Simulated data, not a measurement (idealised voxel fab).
process module | voxel fin reveal
cross-section cut | 245 nm wide | cells 5 nm
A cross-section is a grid of square cells, given in bands from the top down. A band is one or more rows of cells.
Each band's line starts with the height of the band's top and of its bottom, in nm. Then come its materials from left to right, each with its width in nm. One material with "throughout" fills the band from edge to edge. "air" is empty space.
Height 0 is the level under which the wafer as received is all one material. The lowest band goes on downwards, as in "0 down".
A width such as "30 to 40" changes by the same amount from each row of cells to the next, from the band's top row to its bottom row.
"no change" after a step means that no cell of the cross-section changed.
closed voids: empty space of 8 cells or more with no open way to the top, each as width x height at its distance from the left edge, in nm
after a step's settings: what the simulator itself notes on the step
overlay nm, on a step with a mask: how far to the right of its planned place the mask lay; to the left if negative
plan
1 op RECEIVE | material Si
2 op CONFORMAL_DEP | material SiN | thk nm 5
3 op MASKED_ETCH | tone cover | mask id FINS | width nm 15 | pitch nm 45 | etch materials SiN | depth nm 5 | overlay nm 0
4 op MASKED_ETCH | tone cover | mask id FINS | width nm 15 | pitch nm 45 | etch materials Si | depth nm 30 | overlay nm 0
5 op OXIDIZE | depth nm 5
6 op FILL_DEP | material SiO2 | thk nm 10
7 op CMP | height nm 5
8 op SELECTIVE_ETCH | etch materials SiO2 | depth nm 20
9 op STRIP | etch materials SiN
10 op CONFORMAL_DEP | material HfO2 | thk nm 5
as received, after step 1
  0 down: Si throughout
  closed voids: none
a wafer at the end: this start, this plan, one mistake
  5 to 0: air 70 | HfO2 15 | air 30 | HfO2 15 | air 30 | HfO2 15 | air 70
  0 to -30: air 70 | HfO2 5 | Si 5 | HfO2 5 | air 30 | HfO2 5 | Si 5 | HfO2 5 | air 30 | HfO2 5 | Si 5 | HfO2 5 | air 70
  -30 to -35: HfO2 75 | Si 5 | HfO2 40 | Si 5 | HfO2 40 | Si 5 | HfO2 75
  -35 down: Si throughout
  closed voids: none
what went wrong: step 8 was run twice
